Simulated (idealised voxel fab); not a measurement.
The process module that follows is named voxel double patterning.
We display cut, a cross-section 200 nm in width whose square cells are each 5 nm.
When this document writes out a cross-section, it uses a grid of square cells and lists it as bands, beginning at the top and moving down, with a band standing for one or more rows of cells.
Band entry format. Leading values: height of top, height of bottom, nm. Remainder: materials in left-to-right order, each with its width in nm. Special words: "full width" on a single material, which then fills the band edge to edge; "air", empty space.
Zero point of the height axis is 0; under it, received wafer = one material. Lowest band: continues down indefinitely, "0 nm and below".
Read "30..40" as a graded width: first number on top, second number at the bottom, same change between each pair of neighbouring rows.
"nothing changed" -> step changed no cross-section cell.
"Closed void inventory" specifies each empty space that is not open to the top and that occupies no fewer than 8 cells, using the form width x height at distance, the distance measured from the left edge and all three quantities in nm.
The remark found on a step's line after its settings is issued by the simulator itself and pertains to that step.
overlay nm: how far to the right of its planned place the mask lay on this masked step (negative: to the left).

-- Process steps (planned)
step 1: RECEIVE | material Si
step 2: CONFORMAL_DEP | material SiO2 | thk nm 10
step 3: DIRECTIONAL_DEP | material W | thk nm 20
step 4: DIRECTIONAL_DEP | material SiN | thk nm 5
step 5: PATTERN | tone open | mask id FIRST | material resist | width nm 15 | pitch nm 50 | thk nm 20 | overlay nm 0
step 6: DIRECTIONAL_ETCH | etch materials SiN | depth nm 5
step 7: STRIP | etch materials resist
step 8: PATTERN | tone open | mask id SECOND | material resist | width nm 15 | pitch nm 50 | thk nm 15 | overlay nm 0
step 9: DIRECTIONAL_ETCH | etch materials SiN | depth nm 5
step 10: STRIP | etch materials resist
step 11: DIRECTIONAL_ETCH | etch materials W | depth nm 10
step 12: STRIP | etch materials SiN
Split variable: depth nm, step 11. Plan value = first wafer. Wafers start alike.

-- Here's the first of the wafers in cross-section, just as we got it, i.e. after step 1
    0 nm and below  Si full width
    Closed void inventory: none

-- First wafer of several, cross-section, module end, after step 12 (last)
    30 nm to 20 nm  W: 40, then air: 15, then W: 10, then air: 15, then W: 10, then air: 15, then W: 10, then air: 15, then W: 10, then air: 15, then W: 45
    20 nm to 10 nm  W full width
    10 nm to 0 nm  SiO2 full width
    0 nm and below  Si full width
    Closed void inventory: none

-- Cross-sectional view, end of module, last wafer of several
    30 nm to 10 nm  W: 40, then air: 15, then W: 10, then air: 15, then W: 10, then air: 15, then W: 10, then air: 15, then W: 10, then air: 15, then W: 45
    10 nm to 0 nm  SiO2 full width
    0 nm and below  Si full width
    Closed void inventory: none

-- Quick key for the table: a row per wafer, taken at the end of the module. For each material it tells you how many cells the wafer gained (+) or lost (-) since it came in, and the closed voids come after
depth nm 10 | +80 SiO2 | +130 W | Closed void inventory: none
depth nm 15 | +80 SiO2 | +115 W | Closed void inventory: none
depth nm 20 | +80 SiO2 | +100 W | Closed void inventory: none
depth nm 25 | +80 SiO2 | +100 W | Closed void inventory: none
depth nm 30 | +80 SiO2 | +100 W | Closed void inventory: none
depth nm 35 | +80 SiO2 | +100 W | Closed void inventory: none
